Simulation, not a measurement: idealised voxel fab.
Process module in this document: voxel transistor to metal
Section shown: cut. Width: 215 nm. Cell size: 5 nm, square.
A cross-section in this document is a grid of square cells, and it is written down as bands, the top band listed before the ones below it; a band is made up of one or more rows of cells. Heads up on the band format: heights come first, top then bottom, in nm. After that it's the materials left to right, each with its width in nm. A single material flagged "edge to edge" fills the whole band edge to edge, and "blank" means there's empty space there. Ref level 0: as-received wafer is one material below here. Bottom band extends down with no lower bound ("0 -> down"). When a width is written as two numbers, as in "30 to 40", the first number is the width in the top row of cells of the band and the second is the width in its bottom row, and the width changes by the same amount from each row to the next. A step reported as "remains unaltered" is a step in which no cell of the cross-section changed. What "Enclosed void entries" gives you is every empty space of 8 cells or more that is cut off from the top. Each appears as width x height at distance, with the distance taken from the left edge and width, height and distance all in nm. Where a step's line continues beyond its settings, the continuation is a remark by the simulator itself on that step. overlay nm: on a step with a mask, how far right of its planned place the mask lay; negative means left.
-- Below is the list of planned process steps
1 RECEIVE,material Si
2 CONFORMAL_DEP,material SiO2,thk nm 5
3 CONFORMAL_DEP,material SiN,thk nm 15
4 MASKED_ETCH,tone cover,mask id ACTIVE,width nm 100,etch materials SiN,depth nm 15,overlay nm 0
5 MASKED_ETCH,tone cover,mask id ACTIVE,width nm 100,etch materials SiO2,depth nm 5,overlay nm 0
6 MASKED_ETCH,tone cover,mask id ACTIVE,width nm 100,etch materials Si,depth nm 20,overlay nm 0
7 OXIDIZE,depth nm 5
8 FILL_DEP,material SiO2,thk nm 10
9 CMP,height nm 20
10 SELECTIVE_ETCH,etch materials SiO2,depth nm 10
11 STRIP,etch materials SiN
12 SELECTIVE_ETCH,etch materials SiO2,depth nm 5
13 OXIDIZE,depth nm 5
14 DIRECTIONAL_DEP,material polySi,thk nm 30
15 DIRECTIONAL_DEP,material SiCN,thk nm 15
16 DIRECTIONAL_DEP,material aC,thk nm 10
17 PATTERN,tone cover,mask id GATE,material resist,width nm 20,thk nm 25,overlay nm 0
18 DIRECTIONAL_ETCH,etch materials aC,depth nm 10
19 STRIP,etch materials resist
20 DIRECTIONAL_ETCH,etch materials SiCN,depth nm 25
21 DIRECTIONAL_ETCH,etch materials polySi,depth nm 40
22 STRIP,etch materials aC
23 CONFORMAL_DEP,material SiO2,thk nm 5
24 DIRECTIONAL_ETCH,etch materials SiO2,depth nm 5
25 CONFORMAL_DEP,material SiN,thk nm 10
26 DIRECTIONAL_ETCH,etch materials SiN,depth nm 10
27 DIRECTIONAL_ETCH,etch materials SiO2,depth nm 5
28 EPI,material SiGe,thk nm 5
29 FILL_DEP,material SiO2,thk nm 10
30 CMP,height nm 45
31 DIRECTIONAL_DEP,material SiO2,thk nm 15
32 DIRECTIONAL_DEP,material aC,thk nm 10
33 PATTERN,tone open,mask id CONTACT,material resist,width nm 30,pitch nm 60,thk nm 30,overlay nm 0
34 DIRECTIONAL_ETCH,etch materials aC,depth nm 10
35 STRIP,etch materials resist
36 DIRECTIONAL_ETCH,etch materials SiO2,depth nm 60
37 STRIP,etch materials aC
38 CONFORMAL_DEP,material TiN,thk nm 5
39 FILL_DEP,material Ru,thk nm 5
40 CMP,height nm 60
41 DIRECTIONAL_DEP,material TiN,thk nm 5
42 DIRECTIONAL_DEP,material Ru,thk nm 15
43 MASKED_ETCH,tone cover,mask id METAL_1,width nm 20,pitch nm 70,etch materials Ru,depth nm 15,overlay nm 0
44 MASKED_ETCH,tone cover,mask id METAL_1,width nm 20,pitch nm 70,etch materials TiN,depth nm 5,overlay nm 0
45 CONFORMAL_DEP,material SiN,thk nm 5
46 FILL_DEP,material lowk,thk nm 5
47 CMP,height nm 80
48 CONFORMAL_DEP,material SiCN,thk nm 5
49 DIRECTIONAL_DEP,material SiO2,thk nm 25
50 MASKED_ETCH,tone open,mask id METAL_2,width nm 20,pitch nm 70,etch materials SiO2,depth nm 15,overlay nm 0
51 MASKED_ETCH,tone open,mask id METAL_2_HOLES,width nm 15,pitch nm 70,etch materials SiO2,depth nm 10,overlay nm 0
52 MASKED_ETCH,tone open,mask id METAL_2_HOLES,width nm 15,pitch nm 70,etch materials SiCN,depth nm 5,overlay nm 0
53 CONFORMAL_DEP,material TiN,thk nm 5
54 FILL_DEP,material Cu,thk nm 5
55 CMP,height nm 110
56 CONFORMAL_DEP,material SiCN,thk nm 5
-- Cross-section, incoming material, after step 1
    0 -> down  Si edge to edge
    Enclosed void entries: none
-- Starting structure and process plan are as shown above, but one mistake was made in running the module; the wafer cross-section at the end of the module follows
    115 -> 110  SiCN edge to edge
    110 -> 100  SiO2 (60) | TiN (5) | Cu (10) | TiN (5) | SiO2 (50) | TiN (5) | Cu (10) | TiN (5) | SiO2 (65)
    100 -> 95  SiO2 (60) | TiN (5) | Cu (5) | TiN (10) | SiO2 (50) | TiN (5) | Cu (5) | TiN (10) | SiO2 (65)
    95 -> 85  SiO2 (60) | TiN (5) | Cu (5) | TiN (5) | SiO2 (55) | TiN (5) | Cu (5) | TiN (5) | SiO2 (70)
    85 -> 80  SiCN (60) | TiN (15) | SiCN (55) | TiN (15) | SiCN (70)
    80 -> 65  lowk (55) | SiN (5) | Ru (20) | SiN (5) | lowk (40) | SiN (5) | Ru (20) | SiN (5) | lowk (60)
    65 -> 60  SiN (60) | TiN (20) | SiN (50) | TiN (20) | SiN (65)
    60 -> 50  SiO2 (60) | TiN (5) | Ru (20) | TiN (5) | SiO2 (30) | TiN (5) | Ru (20) | TiN (5) | SiO2 (65)
    50 -> 45  SiO2 (60) | TiN (5) | Ru (10) | TiN (15) | SiO2 (30) | TiN (15) | Ru (10) | TiN (5) | SiO2 (65)
    45 -> 30  SiO2 (60) | TiN (5) | Ru (10) | TiN (5) | SiN (10) | SiO2 (5) | SiCN (20) | SiO2 (5) | SiN (10) | TiN (5) | Ru (10) | TiN (5) | SiO2 (65)
    30 -> 20  SiO2 (60) | TiN (5) | Ru (10) | TiN (5) | SiN (10) | SiO2 (5) | polySi (20) | SiO2 (5) | SiN (10) | TiN (5) | Ru (10) | TiN (5) | SiO2 (65)
    20 -> 15  SiO2 (60) | TiN (20) | SiN (10) | SiO2 (5) | polySi (20) | SiO2 (5) | SiN (10) | TiN (20) | SiO2 (65)
    15 -> 5  SiO2 (80) | SiN (10) | SiO2 (5) | polySi (20) | SiO2 (5) | SiN (10) | SiO2 (85)
    5 -> 0  SiO2 (55) | SiN (10) | SiO2 (15) | SiN (10) | SiO2 (5) | polySi (20) | SiO2 (5) | SiN (10) | SiO2 (15) | SiN (10) | SiO2 (60)
    0 -> -5  SiO2 (65) | SiGe (15) | SiO2 (50) | SiGe (15) | SiO2 (70)
    -5 -> -25  SiO2 (60) | Si (90) | SiO2 (65)
    -25 -> down  Si edge to edge
    Enclosed void entries: none
Deviation noted in wafer processing: step 31, plan: ran twice
